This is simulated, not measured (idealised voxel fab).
Herein follows the process module entitled voxel ribs on slabs.
Cross-sectional view cut (width: 190 nm; square cell size: 5 nm).
A cross-section is written here as square cells arranged in a grid, and it is given in bands from the top down, each band taking up one or more rows of cells.
Read a band's entry like this: the first values are the height of its top and the height of its bottom in nm, and what follows is the sequence of materials from left to right, each with its width in nm. Note that "blank" is empty space, and that a single material marked "throughout" reaches across the band from edge to edge.
Counting heights begins at 0, where everything beneath is, in the wafer as received, one material. The lowest band has no bottom; it goes on downwards, as "z 0 and below" shows.
Note: "30->40" means the width goes from the first number (top row of the band) to the second number (bottom row) in equal steps per row of cells.
No cell of the cross-section changed in a step that is given as "remains unaltered".
Heads up: "Entrapped void list" only lists the empty pockets with no open path to the top that are 8 cells or more, and it writes them as width x height at distance, distance from the left edge, in nm.
Note: text after step settings on the step line = simulator remark on that step.
overlay nm: step with mask; distance mask lay right of planned place; negative value = left of planned place.
[The process steps that were planned are listed below]
step 1: RECEIVE [material Si]
step 2: DIRECTIONAL_DEP [material SiO2] [thk nm 20]
step 3: DIRECTIONAL_DEP [material SiN] [thk nm 25]
step 4: PATTERN [tone cover] [mask id RIB] [material resist] [width nm 20] [thk nm 15] [overlay nm 0]
step 5: DIRECTIONAL_ETCH [etch materials SiN] [depth nm 10]
step 6: STRIP [etch materials resist]
step 7: PATTERN [tone cover] [mask id SLAB] [material resist] [width nm 70] [thk nm 20] [overlay nm 0]
step 8: DIRECTIONAL_ETCH [etch materials SiN] [depth nm 15]
step 9: STRIP [etch materials resist]
step 10: FILL_DEP [material SiO2] [thk nm 25]
step 11: CMP [height nm 60]
step 12: DIRECTIONAL_DEP [material TiN] [thk nm 5]
step 13: DIRECTIONAL_DEP [material aC] [thk nm 15]
step 14: PATTERN [tone cover] [mask id HEATER] [material resist] [width nm 30] [thk nm 30] [overlay nm 0]
step 15: DIRECTIONAL_ETCH [etch materials aC] [depth nm 15]
step 16: STRIP [etch materials resist]
step 17: DIRECTIONAL_ETCH [etch materials TiN] [depth nm 5]
step 18: STRIP [etch materials aC]
step 19: CONFORMAL_DEP [material SiO2] [thk nm 10]
[Concerning the first of two wafers, which was run in accordance with the plan]
[Wafer cross-section on receipt, i.e. after step 1]
z 0 and below | Si throughout
Entrapped void list: none
[The wafer in cross-section once step 2 is complete]
z 20 to 0 | SiO2 throughout
Note: structure below 0 unchanged.
[The wafer in cross-section once step 3 is complete]
z 45 to 20 | SiN throughout
Note: structure below 20 unchanged.
[The wafer in cross-section once step 4 is complete]
z 60 to 45 | blank 85, then resist 20, then blank 85
Note: structure below 45 unchanged.
[The wafer in cross-section once step 5 is complete]
z 60 to 45 | blank 85, then resist 20, then blank 85
z 45 to 35 | blank 85, then SiN 20, then blank 85
Note: structure below 35 unchanged.
[The wafer in cross-section once step 6 is complete]
z 45 to 35 | blank 85, then SiN 20, then blank 85
Note: structure below 35 unchanged.
[The wafer in cross-section once step 7 is complete]
z 65 to 45 | blank 60, then resist 70, then blank 60
z 45 to 35 | blank 60, then resist 25, then SiN 20, then resist 25, then blank 60
Note: structure below 35 unchanged.
[The wafer in cross-section once step 8 is complete]
z 65 to 45 | blank 60, then resist 70, then blank 60
z 45 to 35 | blank 60, then resist 25, then SiN 20, then resist 25, then blank 60
z 35 to 20 | blank 60, then SiN 70, then blank 60
Note: structure below 20 unchanged.
[The wafer in cross-section once step 9 is complete]
z 45 to 35 | blank 85, then SiN 20, then blank 85
Note: structure below 35 unchanged.
[The wafer in cross-section once step 10 is complete]
z 70 to 45 | SiO2 throughout
z 45 to 35 | SiO2 85, then SiN 20, then SiO2 85
z 35 to 20 | SiO2 60, then SiN 70, then SiO2 60
Note: structure below 20 unchanged.
[The wafer in cross-section once step 11 is complete]
z 60 to 45 | SiO2 throughout
Note: structure below 45 unchanged.
[The wafer in cross-section once step 12 is complete]
z 65 to 60 | TiN throughout
Note: structure below 60 unchanged.
[The wafer in cross-section once step 13 is complete]
z 80 to 65 | aC throughout
Note: structure below 65 unchanged.
[The wafer in cross-section once step 14 is complete]
z 110 to 80 | blank 80, then resist 30, then blank 80
Note: structure below 80 unchanged.
[The wafer in cross-section once step 15 is complete]
z 95 to 80 | blank 80, then resist 30, then blank 80
z 80 to 65 | blank 80, then aC 30, then blank 80
Note: structure below 65 unchanged.
[The wafer in cross-section once step 16 is complete]
z 80 to 65 | blank 80, then aC 30, then blank 80
Note: structure below 65 unchanged.
[The wafer in cross-section once step 17 is complete]
z 80 to 65 | blank 80, then aC 30, then blank 80
z 65 to 60 | blank 80, then TiN 30, then blank 80
Note: structure below 60 unchanged.
[The wafer in cross-section once step 18 is complete]
z 65 to 60 | blank 80, then TiN 30, then blank 80
Note: structure below 60 unchanged.
[The wafer in cross-section once step 19 is complete]
z 75 to 70 | blank 70, then SiO2 50, then blank 70
z 70 to 65 | SiO2 throughout
z 65 to 60 | SiO2 80, then TiN 30, then SiO2 80
Note: structure below 60 unchanged.
[Now the other wafer: same start, same recipe, but we messed up one thing when running it. Up to and including step 1 it's the same as the first one]
[Second wafer, cross-section, planned end of step 2]
z 40 to 0 | SiO2 throughout
Note: structure below 0 unchanged.
[Second wafer, cross-section, planned end of step 3]
z 65 to 40 | SiN throughout
Note: structure below 40 unchanged.
[Second wafer, cross-section, planned end of step 4]
z 80 to 65 | blank 85, then resist 20, then blank 85
Note: structure below 65 unchanged.
[Second wafer, cross-section, planned end of step 5]
z 80 to 65 | blank 85, then resist 20, then blank 85
z 65 to 55 | blank 85, then SiN 20, then blank 85
Note: structure below 55 unchanged.
[Second wafer, cross-section, planned end of step 6]
z 65 to 55 | blank 85, then SiN 20, then blank 85
Note: structure below 55 unchanged.
[Second wafer, cross-section, planned end of step 7]
z 85 to 65 | blank 60, then resist 70, then blank 60
z 65 to 55 | blank 60, then resist 25, then SiN 20, then resist 25, then blank 60
Note: structure below 55 unchanged.
[Second wafer, cross-section, planned end of step 8]
z 85 to 65 | blank 60, then resist 70, then blank 60
z 65 to 55 | blank 60, then resist 25, then SiN 20, then resist 25, then blank 60
z 55 to 40 | blank 60, then SiN 70, then blank 60
Note: structure below 40 unchanged.
[Second wafer, cross-section, planned end of step 9]
z 65 to 55 | blank 85, then SiN 20, then blank 85
Note: structure below 55 unchanged.
[Second wafer, cross-section, planned end of step 10]
z 90 to 65 | SiO2 throughout
z 65 to 55 | SiO2 85, then SiN 20, then SiO2 85
z 55 to 40 | SiO2 60, then SiN 70, then SiO2 60
Note: structure below 40 unchanged.
[Second wafer, cross-section, planned end of step 11]
z 60 to 55 | SiO2 85, then SiN 20, then SiO2 85
Note: structure below 55 unchanged.
[Second wafer, cross-section, planned end of step 12]
z 65 to 60 | TiN throughout
Note: structure below 60 unchanged.
[Second wafer, cross-section, planned end of step 13]
z 80 to 65 | aC throughout
Note: structure below 65 unchanged.
[Second wafer, cross-section, planned end of step 14]
z 110 to 80 | blank 80, then resist 30, then blank 80
Note: structure below 80 unchanged.
[Second wafer, cross-section, planned end of step 15]
z 95 to 80 | blank 80, then resist 30, then blank 80
z 80 to 65 | blank 80, then aC 30, then blank 80
Note: structure below 65 unchanged.
[Second wafer, cross-section, planned end of step 16]
z 80 to 65 | blank 80, then aC 30, then blank 80
Note: structure below 65 unchanged.
[Second wafer, cross-section, planned end of step 17]
z 80 to 65 | blank 80, then aC 30, then blank 80
z 65 to 60 | blank 80, then TiN 30, then blank 80
Note: structure below 60 unchanged.
[Second wafer, cross-section, planned end of step 18]
z 65 to 60 | blank 80, then TiN 30, then blank 80
Note: structure below 60 unchanged.
[Second wafer, cross-section, planned end of step 19]
z 75 to 70 | blank 70, then SiO2 50, then blank 70
z 70 to 65 | SiO2 throughout
z 65 to 60 | SiO2 80, then TiN 30, then SiO2 80
Note: structure below 60 unchanged.
what went wrong: plan step 2 ran twice
Final tally in cells, some materials are higher or lower on the second wafer than on the first: SiN: 4 fewer, SiO2: 4 more
